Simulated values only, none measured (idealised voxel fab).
Module name: voxel wiring stack (process module)
cross-section cut | 165 nm wide | cells 5 nm
If you're reading a cross-section in this doc, picture square cells in a grid; it comes to you as bands, top ones listed first down to the bottom, and a band can be one or more rows of cells. It is stipulated that each band's entry specify, in nanometres, the height of the top of the band and then that of its bottom, followed by the materials of the band in left-to-right sequence, each together with its width in nanometres. A single material marked by the word "full width" is understood to fill the band from edge to edge; the word "blank" is understood to denote empty space. It should be noted that heights are counted from 0, beneath which the wafer as supplied is of one material throughout, and that the lowest band possesses no lower boundary but continues downward, as written in "z 0 and below". Think of "30->40" as a width that walks from the first number to the second as you go down the band, top row to bottom row, taking equal-sized steps from row to row. Step marked "no change occurred"? Then no cell in the cross-section changed in it. Empty spaces without an open route to the top, at least 8 cells in extent, make up the entry "Sealed voids"; each is given as width x height at distance, where the distance is measured from the left edge, and all are in nm. Anything after a step's settings on that line? It's the simulator's own note about the step. "overlay nm" denotes, for a step that has a mask, the displacement of the mask to the right of its planned place, with negative values corresponding to the left.

Below is the list of planned process steps
1: RECEIVE, material Si
2: CONFORMAL_DEP, material SiO2, thk nm 15
3: CONFORMAL_DEP, material SiN, thk nm 5
4: DIRECTIONAL_DEP, material lowk, thk nm 15
5: PATTERN, tone open, mask id METAL_1, material resist, width nm 30, pitch nm 55, thk nm 20, overlay nm 0
6: DIRECTIONAL_ETCH, etch materials lowk, depth nm 15
7: DIRECTIONAL_ETCH, etch materials SiN, depth nm 5
8: STRIP, etch materials resist
9: CONFORMAL_DEP, material TiN, thk nm 5
10: FILL_DEP, material W, thk nm 5
11: CMP, height nm 35
12: EPI, material Ru, thk nm 5
13: FILL_DEP, material SiCN, thk nm 5
14: DIRECTIONAL_DEP, material lowk, thk nm 30
15: DIRECTIONAL_DEP, material aC, thk nm 15
16: PATTERN, tone open, mask id METAL_2_HOLES, material resist, width nm 15, thk nm 35, overlay nm 0
17: DIRECTIONAL_ETCH, etch materials aC, depth nm 15
18: STRIP, etch materials resist
19: DIRECTIONAL_ETCH, etch materials lowk, depth nm 30
20: STRIP, etch materials aC
21: DIRECTIONAL_DEP, material aC, thk nm 10
22: PATTERN, tone open, mask id METAL_2, material resist, width nm 30, pitch nm 55, thk nm 25, overlay nm 0
23: DIRECTIONAL_ETCH, etch materials aC, depth nm 10
24: STRIP, etch materials resist
25: DIRECTIONAL_ETCH, etch materials lowk, depth nm 20
26: DIRECTIONAL_ETCH, etch materials SiCN, depth nm 5
27: STRIP, etch materials aC
28: CONFORMAL_DEP, material TiN, thk nm 5
29: FILL_DEP, material Cu, thk nm 10
30: CMP, height nm 75
31: CONFORMAL_DEP, material SiN, thk nm 5

Cross-section of the incoming wafer, state after step 1
* z 0 and below | Si full width
* Sealed voids: none

a wafer at the end: this start, this plan, one mistake
* z 70 to 65 | SiN full width
* z 65 to 60 | lowk 40; TiN 5; Cu 20; TiN 5; lowk 25; TiN 5; Cu 20; TiN 5; lowk 40
* z 60 to 55 | lowk 40; TiN 5; Cu 5; TiN 20; lowk 25; TiN 30; lowk 40
* z 55 to 45 | lowk 40; TiN 5; Cu 5; TiN 5; lowk 110
* z 45 to 40 | SiCN 40; TiN 15; SiCN 110
* z 40 to 35 | SiCN 35; Ru 40; SiCN 15; Ru 40; SiCN 35
* z 35 to 20 | lowk 40; TiN 5; W 20; TiN 5; lowk 25; TiN 5; W 20; TiN 5; lowk 40
* z 20 to 15 | SiN 40; TiN 30; SiN 25; TiN 30; SiN 40
* z 15 to 0 | SiO2 full width
* z 0 and below | Si full width
* Sealed voids: none
Misprocessing identified: planned and actual differ for step 30; actual: CMP, height nm 65
